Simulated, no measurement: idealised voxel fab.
Process module under the name voxel tone inversion
Section cut is 290 nm wide and gridded with 5 nm square cells.
When this document writes out a cross-section, it uses a grid of square cells and lists it as bands, beginning at the top and moving down, with a band standing for one or more rows of cells.
Each band's line starts with the height of the band's top and of its bottom, in nm. Then come its materials from left to right, each with its width in nm. One material with "edge to edge" fills the band from edge to edge. "blank" is empty space.
Where do heights start? At 0: under that level the wafer as delivered is made of one material only. And the lowest band has no floor; it just carries on downward, as in "0 -> down".
Width "30 to 40": first value at the band's top row of cells, second value at its bottom row, equal change from row to row.
The designation "no change occurred", where it is given for a processing step, indicates that no cell of the cross-section was altered in the course of that step.
In "Entrapped voids" the enclosed voids are listed, meaning empty spaces of 8 cells or larger without any opening to the top. The form is width x height at distance, distance from the left edge, units nm.
Where a step's line continues beyond its settings, the continuation is a remark by the simulator itself on that step.
You can add "overlay nm" to a step's line. For a step with a mask, it describes how far the mask lay to the right of its planned position, and a negative number describes a lay to the left.

PLAN
step 1: RECEIVE, material Si
step 2: CONFORMAL_DEP, material SiCN, thk nm 5
step 3: DIRECTIONAL_DEP, material aC, thk nm 15
step 4: PATTERN, tone cover, mask id POSTS, material resist, width nm 15, pitch nm 45, thk nm 20, overlay nm 0
step 5: DIRECTIONAL_ETCH, etch materials aC, depth nm 15
step 6: STRIP, etch materials resist
step 7: FILL_DEP, material SiO2, thk nm 10
step 8: CMP, height nm 20
step 9: STRIP, etch materials aC

WAFER, FIRST OF TWO, RUN AS PLANNED

DELIVERED WAFER IN CROSS-SECTION: STATE AFTER STEP 1
    0 -> down | Si edge to edge
    Entrapped voids: none

AFTER STEP 2
    5 -> 0 | SiCN edge to edge
    Everything under 0 stays put, no change at all.

AFTER STEP 3
    20 -> 5 | aC edge to edge
    Everything under 5 stays put, no change at all.

AFTER STEP 4
    40 -> 20 | blank (115), then resist (15), then blank (30), then resist (15), then blank (115)
    Everything under 20 stays put, no change at all.

AFTER STEP 5
    25 -> 20 | blank (115), then resist (15), then blank (30), then resist (15), then blank (115)
    20 -> 5 | blank (115), then aC (15), then blank (30), then aC (15), then blank (115)
    Everything under 5 stays put, no change at all.

AFTER STEP 6
    20 -> 5 | blank (115), then aC (15), then blank (30), then aC (15), then blank (115)
    Everything under 5 stays put, no change at all.

AFTER STEP 7
    30 -> 20 | SiO2 edge to edge
    20 -> 5 | SiO2 (115), then aC (15), then SiO2 (30), then aC (15), then SiO2 (115)
    Everything under 5 stays put, no change at all.

AFTER STEP 8
    20 -> 5 | SiO2 (115), then aC (15), then SiO2 (30), then aC (15), then SiO2 (115)
    Everything under 5 stays put, no change at all.

AFTER STEP 9
    20 -> 5 | SiO2 (115), then blank (15), then SiO2 (30), then blank (15), then SiO2 (115)
    Everything under 5 stays put, no change at all.

NOTES, SECOND WAFER: START = FIRST WAFER'S, PLAN = FIRST WAFER'S, EXECUTION HAD ONE MISTAKE; HISTORY IDENTICAL TO FIRST THROUGH STEP 1

The second wafer in cross-section, at the planned close of step 2: no change occurred

THE SECOND WAFER IN CROSS-SECTION, AT THE PLANNED CLOSE OF STEP 3
    15 -> 0 | aC edge to edge
    Everything under 0 stays put, no change at all.

THE SECOND WAFER IN CROSS-SECTION, AT THE PLANNED CLOSE OF STEP 4
    35 -> 15 | blank (115), then resist (15), then blank (30), then resist (15), then blank (115)
    Everything under 15 stays put, no change at all.

THE SECOND WAFER IN CROSS-SECTION, AT THE PLANNED CLOSE OF STEP 5
    20 -> 15 | blank (115), then resist (15), then blank (30), then resist (15), then blank (115)
    15 -> 0 | blank (115), then aC (15), then blank (30), then aC (15), then blank (115)
    Everything under 0 stays put, no change at all.

THE SECOND WAFER IN CROSS-SECTION, AT THE PLANNED CLOSE OF STEP 6
    15 -> 0 | blank (115), then aC (15), then blank (30), then aC (15), then blank (115)
    Everything under 0 stays put, no change at all.

THE SECOND WAFER IN CROSS-SECTION, AT THE PLANNED CLOSE OF STEP 7
    25 -> 15 | SiO2 edge to edge
    15 -> 0 | SiO2 (115), then aC (15), then SiO2 (30), then aC (15), then SiO2 (115)
    Everything under 0 stays put, no change at all.

THE SECOND WAFER IN CROSS-SECTION, AT THE PLANNED CLOSE OF STEP 8
    20 -> 15 | SiO2 edge to edge
    Everything under 15 stays put, no change at all.

The second wafer in cross-section, at the planned close of step 9: no change occurred
Run error: it should be noted that step 2 of the plan was omitted and was not performed
Cell-count delta at end, second wafer over first, by material: SiCN: 58 fewer; SiO2: 58 more; aC: 18 more
